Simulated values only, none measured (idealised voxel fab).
process module | voxel transistor to metal
cross-section cut | 205 nm wide | cells 5 nm
A cross-section is a grid of square cells, given in bands from the top down. A band is one or more rows of cells.
Each band's line starts with the height of the band's top and of its bottom, in nm. Then come its materials from left to right, each with its width in nm. One material with "throughout" fills the band from edge to edge. "air" is empty space.
Height 0 is the level under which the wafer as received is all one material. The lowest band goes on downwards, as in "0 down".
A width such as "30 to 40" changes by the same amount from each row of cells to the next, from the band's top row to its bottom row.
"no change" after a step means that no cell of the cross-section changed.
closed voids: empty space of 8 cells or more with no open way to the top, each as width x height at its distance from the left edge, in nm
after a step's settings: what the simulator itself notes on the step
overlay nm, on a step with a mask: how far to the right of its planned place the mask lay; to the left if negative
plan
1 op RECEIVE | material Si
2 op CONFORMAL_DEP | material SiO2 | thk nm 5
3 op CONFORMAL_DEP | material SiN | thk nm 10
4 op DIRECTIONAL_DEP | material aC | thk nm 10
5 op PATTERN | tone cover | mask id ACTIVE | material resist | width nm 120 | thk nm 30 | overlay nm 0
6 op DIRECTIONAL_ETCH | etch materials aC | depth nm 10
7 op STRIP | etch materials resist
8 op DIRECTIONAL_ETCH | etch materials SiN | depth nm 10
9 op DIRECTIONAL_ETCH | etch materials SiO2 | depth nm 5
10 op DIRECTIONAL_ETCH | etch materials Si | depth nm 30
11 op STRIP | etch materials aC
12 op FILL_DEP | material SiO2 | thk nm 10
13 op CMP | height nm 15
14 op SELECTIVE_ETCH | etch materials SiO2 | depth nm 5
15 op STRIP | etch materials SiN
16 op SELECTIVE_ETCH | etch materials SiO2 | depth nm 5
17 op OXIDIZE | depth nm 5
18 op DIRECTIONAL_DEP | material polySi | thk nm 30
19 op DIRECTIONAL_DEP | material SiCN | thk nm 15
20 op MASKED_ETCH | tone cover | mask id GATE | width nm 20 | etch materials SiCN | depth nm 25 | overlay nm 0
21 op MASKED_ETCH | tone cover | mask id GATE | width nm 20 | etch materials polySi | depth nm 40 | overlay nm 0
22 op CONFORMAL_DEP | material SiN | thk nm 5
23 op DIRECTIONAL_ETCH | etch materials SiN | depth nm 5
24 op DIRECTIONAL_ETCH | etch materials SiO2 | depth nm 5
25 op DIRECTIONAL_ETCH | etch materials Si | depth nm 5
26 op EPI | material SiGe | thk nm 10
27 op FILL_DEP | material SiO2 | thk nm 5
28 op CMP | height nm 45
29 op DIRECTIONAL_DEP | material SiO2 | thk nm 10
30 op PATTERN | tone open | mask id CONTACT | material resist | width nm 20 | pitch nm 80 | thk nm 20 | overlay nm 0
31 op DIRECTIONAL_ETCH | etch materials SiO2 | depth nm 55
32 op STRIP | etch materials resist
33 op CONFORMAL_DEP | material TiN | thk nm 5
34 op FILL_DEP | material W | thk nm 10
35 op CMP | height nm 55
36 op DIRECTIONAL_DEP | material TiN | thk nm 5
37 op DIRECTIONAL_DEP | material W | thk nm 15
38 op DIRECTIONAL_DEP | material aC | thk nm 10
39 op PATTERN | tone cover | mask id METAL_1 | material resist | width nm 20 | pitch nm 80 | thk nm 30 | overlay nm 0
40 op DIRECTIONAL_ETCH | etch materials aC | depth nm 10
41 op STRIP | etch materials resist
42 op DIRECTIONAL_ETCH | etch materials W | depth nm 15
43 op DIRECTIONAL_ETCH | etch materials TiN | depth nm 5
44 op STRIP | etch materials aC
45 op CONFORMAL_DEP | material SiN | thk nm 5
46 op FILL_DEP | material SiO2 | thk nm 10
47 op CMP | height nm 75
48 op CONFORMAL_DEP | material SiCN | thk nm 5
49 op DIRECTIONAL_DEP | material SiO2 | thk nm 30
50 op MASKED_ETCH | tone open | mask id METAL_2_HOLES | width nm 15 | pitch nm 80 | etch materials SiO2 | depth nm 30 | overlay nm 0
51 op PATTERN | tone open | mask id METAL_2 | material resist | width nm 20 | pitch nm 80 | thk nm 15 | overlay nm 0
52 op DIRECTIONAL_ETCH | etch materials SiO2 | depth nm 20
53 op DIRECTIONAL_ETCH | etch materials SiCN | depth nm 5
54 op STRIP | etch materials resist
55 op CONFORMAL_DEP | material TiN | thk nm 5
56 op FILL_DEP | material Cu | thk nm 5
57 op CMP | height nm 110
58 op CONFORMAL_DEP | material SiCN | thk nm 5
first wafer, as planned
as received, after step 1
  0 down: Si throughout
  closed voids: none
after step 2
  5 to 0: SiO2 throughout
  below 0: unchanged
after step 3
  15 to 5: SiN throughout
  below 5: unchanged
after step 4
  25 to 15: aC throughout
  below 15: unchanged
after step 5
  55 to 25: air 40 | resist 120 | air 45
  below 25: unchanged
after step 6
  45 to 25: air 40 | resist 120 | air 45
  25 to 15: air 40 | aC 120 | air 45
  below 15: unchanged
after step 7
  25 to 15: air 40 | aC 120 | air 45
  below 15: unchanged
after step 8
  25 to 15: air 40 | aC 120 | air 45
  15 to 5: air 40 | SiN 120 | air 45
  below 5: unchanged
after step 9
  25 to 15: air 40 | aC 120 | air 45
  15 to 5: air 40 | SiN 120 | air 45
  5 to 0: air 40 | SiO2 120 | air 45
  below 0: unchanged
after step 10
  25 to 15: air 40 | aC 120 | air 45
  15 to 5: air 40 | SiN 120 | air 45
  5 to 0: air 40 | SiO2 120 | air 45
  0 to -30: air 40 | Si 120 | air 45
  below -30: unchanged
after step 11
  15 to 5: air 40 | SiN 120 | air 45
  below 5: unchanged
after step 12
  25 to 15: SiO2 throughout
  15 to 5: SiO2 40 | SiN 120 | SiO2 45
  5 to 0: SiO2 throughout
  0 to -30: SiO2 40 | Si 120 | SiO2 45
  below -30: unchanged
after step 13
  15 to 5: SiO2 40 | SiN 120 | SiO2 45
  below 5: unchanged
after step 14
  15 to 10: air 40 | SiN 120 | air 45
  below 10: unchanged
after step 15
  10 to 5: SiO2 40 | air 120 | SiO2 45
  below 5: unchanged
after step 16
  5 to 0: SiO2 35 | air 130 | SiO2 40
  below 0: unchanged
after step 17
  5 to 0: SiO2 35 | air 130 | SiO2 40
  0 to -5: SiO2 throughout
  below -5: unchanged
after step 18
  35 to 30: polySi 35 | air 130 | polySi 40
  30 to 5: polySi throughout
  5 to 0: SiO2 35 | polySi 130 | SiO2 40
  below 0: unchanged
after step 19
  50 to 45: SiCN 35 | air 130 | SiCN 40
  45 to 35: SiCN throughout
  35 to 30: polySi 35 | SiCN 130 | polySi 40
  below 30: unchanged
after step 20
  45 to 35: air 90 | SiCN 20 | air 95
  35 to 30: polySi 35 | air 55 | SiCN 20 | air 55 | polySi 40
  below 30: unchanged
after step 21
  45 to 30: air 90 | SiCN 20 | air 95
  30 to 5: air 90 | polySi 20 | air 95
  5 to 0: SiO2 35 | air 55 | polySi 20 | air 55 | SiO2 40
  below 0: unchanged
after step 22
  50 to 45: air 85 | SiN 30 | air 90
  45 to 30: air 85 | SiN 5 | SiCN 20 | SiN 5 | air 90
  30 to 10: air 85 | SiN 5 | polySi 20 | SiN 5 | air 90
  10 to 5: SiN 40 | air 45 | SiN 5 | polySi 20 | SiN 5 | air 45 | SiN 45
  5 to 0: SiO2 35 | SiN 55 | polySi 20 | SiN 55 | SiO2 40
  below 0: unchanged
after step 23
  45 to 30: air 85 | SiN 5 | SiCN 20 | SiN 5 | air 90
  30 to 5: air 85 | SiN 5 | polySi 20 | SiN 5 | air 90
  5 to 0: SiO2 35 | SiN 5 | air 45 | SiN 5 | polySi 20 | SiN 5 | air 45 | SiN 5 | SiO2 40
  below 0: unchanged
after step 24
  45 to 30: air 85 | SiN 5 | SiCN 20 | SiN 5 | air 90
  30 to 5: air 85 | SiN 5 | polySi 20 | SiN 5 | air 90
  5 to 0: air 35 | SiN 5 | air 45 | SiN 5 | polySi 20 | SiN 5 | air 45 | SiN 5 | air 40
  0 to -5: SiO2 40 | air 45 | SiO2 30 | air 45 | SiO2 45
  below -5: unchanged
after step 25
  45 to 30: air 85 | SiN 5 | SiCN 20 | SiN 5 | air 90
  30 to 5: air 85 | SiN 5 | polySi 20 | SiN 5 | air 90
  5 to 0: air 35 | SiN 5 | air 45 | SiN 5 | polySi 20 | SiN 5 | air 45 | SiN 5 | air 40
  0 to -5: SiO2 40 | air 45 | SiO2 30 | air 45 | SiO2 45
  -5 to -10: SiO2 40 | air 45 | Si 30 | air 45 | SiO2 45
  below -10: unchanged
after step 26
  45 to 30: air 85 | SiN 5 | SiCN 20 | SiN 5 | air 90
  30 to 5: air 85 | SiN 5 | polySi 20 | SiN 5 | air 90
  5 to 0: air 35 | SiN 5 | air 35 | SiGe 10 | SiN 5 | polySi 20 | SiN 5 | SiGe 10 | air 35 | SiN 5 | air 40
  0 to -5: SiO2 40 | SiGe 45 | SiO2 30 | SiGe 45 | SiO2 45
  -5 to -10: SiO2 40 | SiGe 45 | Si 30 | SiGe 45 | SiO2 45
  below -10: unchanged
after step 27
  50 to 45: SiO2 throughout
  45 to 30: SiO2 85 | SiN 5 | SiCN 20 | SiN 5 | SiO2 90
  30 to 5: SiO2 85 | SiN 5 | polySi 20 | SiN 5 | SiO2 90
  5 to 0: SiO2 35 | SiN 5 | SiO2 35 | SiGe 10 | SiN 5 | polySi 20 | SiN 5 | SiGe 10 | SiO2 35 | SiN 5 | SiO2 40
  below 0: unchanged
after step 28
  45 to 30: SiO2 85 | SiN 5 | SiCN 20 | SiN 5 | SiO2 90
  below 30: unchanged
after step 29
  55 to 45: SiO2 throughout
  below 45: unchanged
after step 30
  75 to 55: resist 50 | air 20 | resist 60 | air 20 | resist 55
  below 55: unchanged
after step 31
  75 to 55: resist 50 | air 20 | resist 60 | air 20 | resist 55
  55 to 45: SiO2 50 | air 20 | SiO2 60 | air 20 | SiO2 55
  45 to 30: SiO2 50 | air 20 | SiO2 15 | SiN 5 | SiCN 20 | SiN 5 | SiO2 15 | air 20 | SiO2 55
  30 to 5: SiO2 50 | air 20 | SiO2 15 | SiN 5 | polySi 20 | SiN 5 | SiO2 15 | air 20 | SiO2 55
  5 to 0: SiO2 35 | SiN 5 | SiO2 10 | air 20 | SiO2 5 | SiGe 10 | SiN 5 | polySi 20 | SiN 5 | SiGe 10 | SiO2 5 | air 20 | SiO2 10 | SiN 5 | SiO2 40
  below 0: unchanged
after step 32
  55 to 45: SiO2 50 | air 20 | SiO2 60 | air 20 | SiO2 55
  below 45: unchanged
after step 33
  60 to 55: TiN 55 | air 10 | TiN 70 | air 10 | TiN 60
  55 to 45: SiO2 50 | TiN 5 | air 10 | TiN 5 | SiO2 60 | TiN 5 | air 10 | TiN 5 | SiO2 55
  45 to 30: SiO2 50 | TiN 5 | air 10 | TiN 5 | SiO2 15 | SiN 5 | SiCN 20 | SiN 5 | SiO2 15 | TiN 5 | air 10 | TiN 5 | SiO2 55
  30 to 5: SiO2 50 | TiN 5 | air 10 | TiN 5 | SiO2 15 | SiN 5 | polySi 20 | SiN 5 | SiO2 15 | TiN 5 | air 10 | TiN 5 | SiO2 55
  5 to 0: SiO2 35 | SiN 5 | SiO2 10 | TiN 20 | SiO2 5 | SiGe 10 | SiN 5 | polySi 20 | SiN 5 | SiGe 10 | SiO2 5 | TiN 20 | SiO2 10 | SiN 5 | SiO2 40
  below 0: unchanged
after step 34
  70 to 60: W throughout
  60 to 55: TiN 55 | W 10 | TiN 70 | W 10 | TiN 60
  55 to 45: SiO2 50 | TiN 5 | W 10 | TiN 5 | SiO2 60 | TiN 5 | W 10 | TiN 5 | SiO2 55
  45 to 30: SiO2 50 | TiN 5 | W 10 | TiN 5 | SiO2 15 | SiN 5 | SiCN 20 | SiN 5 | SiO2 15 | TiN 5 | W 10 | TiN 5 | SiO2 55
  30 to 5: SiO2 50 | TiN 5 | W 10 | TiN 5 | SiO2 15 | SiN 5 | polySi 20 | SiN 5 | SiO2 15 | TiN 5 | W 10 | TiN 5 | SiO2 55
  below 5: unchanged
after step 35
  55 to 45: SiO2 50 | TiN 5 | W 10 | TiN 5 | SiO2 60 | TiN 5 | W 10 | TiN 5 | SiO2 55
  below 45: unchanged
after step 36
  60 to 55: TiN throughout
  below 55: unchanged
after step 37
  75 to 60: W throughout
  below 60: unchanged
after step 38
  85 to 75: aC throughout
  below 75: unchanged
after step 39
  115 to 85: air 50 | resist 20 | air 60 | resist 20 | air 55
  below 85: unchanged
after step 40
  105 to 85: air 50 | resist 20 | air 60 | resist 20 | air 55
  85 to 75: air 50 | aC 20 | air 60 | aC 20 | air 55
  below 75: unchanged
after step 41
  85 to 75: air 50 | aC 20 | air 60 | aC 20 | air 55
  below 75: unchanged
after step 42
  85 to 75: air 50 | aC 20 | air 60 | aC 20 | air 55
  75 to 60: air 50 | W 20 | air 60 | W 20 | air 55
  below 60: unchanged
after step 43
  85 to 75: air 50 | aC 20 | air 60 | aC 20 | air 55
  75 to 60: air 50 | W 20 | air 60 | W 20 | air 55
  60 to 55: air 50 | TiN 20 | air 60 | TiN 20 | air 55
  below 55: unchanged
after step 44
  75 to 60: air 50 | W 20 | air 60 | W 20 | air 55
  below 60: unchanged
after step 45
  80 to 75: air 45 | SiN 30 | air 50 | SiN 30 | air 50
  75 to 60: air 45 | SiN 5 | W 20 | SiN 5 | air 50 | SiN 5 | W 20 | SiN 5 | air 50
  60 to 55: SiN 50 | TiN 20 | SiN 60 | TiN 20 | SiN 55
  below 55: unchanged
after step 46
  90 to 80: SiO2 throughout
  80 to 75: SiO2 45 | SiN 30 | SiO2 50 | SiN 30 | SiO2 50
  75 to 60: SiO2 45 | SiN 5 | W 20 | SiN 5 | SiO2 50 | SiN 5 | W 20 | SiN 5 | SiO2 50
  below 60: unchanged
after step 47
  75 to 60: SiO2 45 | SiN 5 | W 20 | SiN 5 | SiO2 50 | SiN 5 | W 20 | SiN 5 | SiO2 50
  below 60: unchanged
after step 48
  80 to 75: SiCN throughout
  below 75: unchanged
after step 49
  110 to 80: SiO2 throughout
  below 80: unchanged
after step 50
  110 to 80: SiO2 50 | air 15 | SiO2 65 | air 15 | SiO2 60
  below 80: unchanged
after step 51
  125 to 110: resist 50 | air 20 | resist 60 | air 20 | resist 55
  below 110: unchanged
after step 52
  125 to 110: resist 50 | air 20 | resist 60 | air 20 | resist 55
  110 to 90: SiO2 50 | air 20 | SiO2 60 | air 20 | SiO2 55
  below 90: unchanged
after step 53
  125 to 110: resist 50 | air 20 | resist 60 | air 20 | resist 55
  110 to 90: SiO2 50 | air 20 | SiO2 60 | air 20 | SiO2 55
  90 to 80: SiO2 50 | air 15 | SiO2 65 | air 15 | SiO2 60
  80 to 75: SiCN 50 | air 15 | SiCN 65 | air 15 | SiCN 60
  below 75: unchanged
after step 54
  110 to 90: SiO2 50 | air 20 | SiO2 60 | air 20 | SiO2 55
  below 90: unchanged
after step 55
  115 to 110: TiN 55 | air 10 | TiN 70 | air 10 | TiN 60
  110 to 95: SiO2 50 | TiN 5 | air 10 | TiN 5 | SiO2 60 | TiN 5 | air 10 | TiN 5 | SiO2 55
  95 to 90: SiO2 50 | TiN 5 | air 5 | TiN 10 | SiO2 60 | TiN 5 | air 5 | TiN 10 | SiO2 55
  90 to 80: SiO2 50 | TiN 5 | air 5 | TiN 5 | SiO2 65 | TiN 5 | air 5 | TiN 5 | SiO2 60
  80 to 75: SiCN 50 | TiN 15 | SiCN 65 | TiN 15 | SiCN 60
  below 75: unchanged
after step 56
  120 to 115: Cu throughout
  115 to 110: TiN 55 | Cu 10 | TiN 70 | Cu 10 | TiN 60
  110 to 95: SiO2 50 | TiN 5 | Cu 10 | TiN 5 | SiO2 60 | TiN 5 | Cu 10 | TiN 5 | SiO2 55
  95 to 90: SiO2 50 | TiN 5 | Cu 5 | TiN 10 | SiO2 60 | TiN 5 | Cu 5 | TiN 10 | SiO2 55
  90 to 80: SiO2 50 | TiN 5 | Cu 5 | TiN 5 | SiO2 65 | TiN 5 | Cu 5 | TiN 5 | SiO2 60
  below 80: unchanged
after step 57
  110 to 95: SiO2 50 | TiN 5 | Cu 10 | TiN 5 | SiO2 60 | TiN 5 | Cu 10 | TiN 5 | SiO2 55
  below 95: unchanged
after step 58
  115 to 110: SiCN throughout
  below 110: unchanged
second wafer: like start, like plan, one mistake. Through step 35 it matches the first wafer
when step 36 should have ended
  70 to 55: W throughout
  below 55: unchanged
when step 37 should have ended
  75 to 70: TiN throughout
  below 70: unchanged
when step 38 should have ended
  85 to 75: aC throughout
  below 75: unchanged
when step 39 should have ended
  115 to 85: air 50 | resist 20 | air 60 | resist 20 | air 55
  below 85: unchanged
when step 40 should have ended
  105 to 85: air 50 | resist 20 | air 60 | resist 20 | air 55
  85 to 75: air 50 | aC 20 | air 60 | aC 20 | air 55
  below 75: unchanged
when step 41 should have ended
  85 to 75: air 50 | aC 20 | air 60 | aC 20 | air 55
  below 75: unchanged
when step 42 should have ended: no change
when step 43 should have ended
  85 to 75: air 50 | aC 20 | air 60 | aC 20 | air 55
  75 to 70: air 50 | TiN 20 | air 60 | TiN 20 | air 55
  below 70: unchanged
when step 44 should have ended
  75 to 70: air 50 | TiN 20 | air 60 | TiN 20 | air 55
  below 70: unchanged
when step 45 should have ended
  80 to 75: air 45 | SiN 30 | air 50 | SiN 30 | air 50
  75 to 70: SiN 50 | TiN 20 | SiN 60 | TiN 20 | SiN 55
  below 70: unchanged
when step 46 should have ended
  90 to 80: SiO2 throughout
  80 to 75: SiO2 45 | SiN 30 | SiO2 50 | SiN 30 | SiO2 50
  below 75: unchanged
when step 47 should have ended
  75 to 70: SiN 50 | TiN 20 | SiN 60 | TiN 20 | SiN 55
  below 70: unchanged
when step 48 should have ended
  80 to 75: SiCN throughout
  below 75: unchanged
when step 49 should have ended
  110 to 80: SiO2 throughout
  below 80: unchanged
when step 50 should have ended
  110 to 80: SiO2 50 | air 15 | SiO2 65 | air 15 | SiO2 60
  below 80: unchanged
when step 51 should have ended
  125 to 110: resist 50 | air 20 | resist 60 | air 20 | resist 55
  below 110: unchanged
when step 52 should have ended
  125 to 110: resist 50 | air 20 | resist 60 | air 20 | resist 55
  110 to 90: SiO2 50 | air 20 | SiO2 60 | air 20 | SiO2 55
  below 90: unchanged
when step 53 should have ended
  125 to 110: resist 50 | air 20 | resist 60 | air 20 | resist 55
  110 to 90: SiO2 50 | air 20 | SiO2 60 | air 20 | SiO2 55
  90 to 80: SiO2 50 | air 15 | SiO2 65 | air 15 | SiO2 60
  80 to 75: SiCN 50 | air 15 | SiCN 65 | air 15 | SiCN 60
  below 75: unchanged
when step 54 should have ended
  110 to 90: SiO2 50 | air 20 | SiO2 60 | air 20 | SiO2 55
  below 90: unchanged
when step 55 should have ended
  115 to 110: TiN 55 | air 10 | TiN 70 | air 10 | TiN 60
  110 to 95: SiO2 50 | TiN 5 | air 10 | TiN 5 | SiO2 60 | TiN 5 | air 10 | TiN 5 | SiO2 55
  95 to 90: SiO2 50 | TiN 5 | air 5 | TiN 10 | SiO2 60 | TiN 5 | air 5 | TiN 10 | SiO2 55
  90 to 80: SiO2 50 | TiN 5 | air 5 | TiN 5 | SiO2 65 | TiN 5 | air 5 | TiN 5 | SiO2 60
  80 to 75: SiCN 50 | TiN 15 | SiCN 65 | TiN 15 | SiCN 60
  below 75: unchanged
when step 56 should have ended
  120 to 115: Cu throughout
  115 to 110: TiN 55 | Cu 10 | TiN 70 | Cu 10 | TiN 60
  110 to 95: SiO2 50 | TiN 5 | Cu 10 | TiN 5 | SiO2 60 | TiN 5 | Cu 10 | TiN 5 | SiO2 55
  95 to 90: SiO2 50 | TiN 5 | Cu 5 | TiN 10 | SiO2 60 | TiN 5 | Cu 5 | TiN 10 | SiO2 55
  90 to 80: SiO2 50 | TiN 5 | Cu 5 | TiN 5 | SiO2 65 | TiN 5 | Cu 5 | TiN 5 | SiO2 60
  below 80: unchanged
when step 57 should have ended
  110 to 95: SiO2 50 | TiN 5 | Cu 10 | TiN 5 | SiO2 60 | TiN 5 | Cu 10 | TiN 5 | SiO2 55
  below 95: unchanged
when step 58 should have ended
  115 to 110: SiCN throughout
  below 110: unchanged
what went wrong: steps 36 and 37 were swapped
at the end the second wafer has, in cells: 12 fewer of SiN | 87 fewer of SiO2 | 99 more of W
